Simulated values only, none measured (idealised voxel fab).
voxel tone inversion: a process module
In the cross-section labelled cut, the width is 200 nm and each square cell is 5 nm.
A cross-section is a grid of square cells, given in bands from the top down. A band is one or more rows of cells.
Band: top height; bottom height; in nm. Then, left to right: material with width in nm, for each material. "everywhere": a single material spanning edge to edge. "empty": empty space.
Basically, 0 is our baseline, since under it the wafer straight out of the box is all one material. The bottom band has no lower end and keeps on going down, so it looks like "0 nm and below".
The expression "30..40" gives the width at the extremes of the band, the first number at its top row of cells and the second at its bottom row, with the width changing by equal amounts from each row to the next in between.
Reading "nothing altered" for a step: not a cell of the cross-section changed in it.
Any empty space of 8 cells or more lacking an open way to the top shows up in "Sealed internal voids" as width x height at distance, distance from the left edge, in nm.
Post-settings text on a step line: simulator's own remark regarding the step.
overlay nm: where the mask lay relative to plan, measured to the right, on steps with a mask; negatives go left.
THESE ARE THE STEPS WE PLANNED FOR THE PROCESS
step 1: RECEIVE: material Si
step 2: CONFORMAL_DEP: material SiN, thk nm 5
step 3: DIRECTIONAL_DEP: material aC, thk nm 20
step 4: PATTERN: tone cover, mask id POSTS, material resist, width nm 25, pitch nm 40, thk nm 30, overlay nm 0
step 5: DIRECTIONAL_ETCH: etch materials aC, depth nm 20
step 6: STRIP: etch materials resist
step 7: FILL_DEP: material lowk, thk nm 10
step 8: CMP: height nm 25
step 9: STRIP: etch materials aC
step 10: CONFORMAL_DEP: material TiN, thk nm 5
step 11: FILL_DEP: material Cu, thk nm 10
step 12: CMP: height nm 25
step 13: CONFORMAL_DEP: material SiN, thk nm 5
HERE'S WHAT THE WAFER LOOKED LIKE IN CROSS-SECTION WHEN IT ARRIVED - THAT'S AFTER STEP 1
  0 nm and below: Si everywhere
  Sealed internal voids: none
POST-MODULE CROSS-SECTION OF THE FIRST OF TWO WAFERS (RUN PER PLAN)
  30 nm to 25 nm: SiN everywhere
  25 nm to 10 nm: 45 nm lowk; 5 nm TiN; 15 nm Cu; 5 nm TiN; 15 nm lowk; 5 nm TiN; 15 nm Cu; 5 nm TiN; 15 nm lowk; 5 nm TiN; 15 nm Cu; 5 nm TiN; 50 nm lowk
  10 nm to 5 nm: 45 nm lowk; 25 nm TiN; 15 nm lowk; 25 nm TiN; 15 nm lowk; 25 nm TiN; 50 nm lowk
  5 nm to 0 nm: SiN everywhere
  0 nm and below: Si everywhere
  Sealed internal voids: none
WAFER TWO (OF TWO), END-OF-MODULE CROSS-SECTION: START = WAFER ONE, PLAN = WAFER ONE, ONE RUN MISTAKE
  30 nm to 0 nm: SiN everywhere
  0 nm and below: Si everywhere
  Sealed internal voids: none
Nonconformance to the process plan: step 3 went in with a setting other than planned; the actual run was DIRECTIONAL_DEP: material SiN, thk nm 20
Bottom line after processing is that, in cells, the second wafer is up or down on some materials versus the first: Cu: 27 fewer, SiN: 160 more, TiN: 33 fewer, lowk: 100 fewer
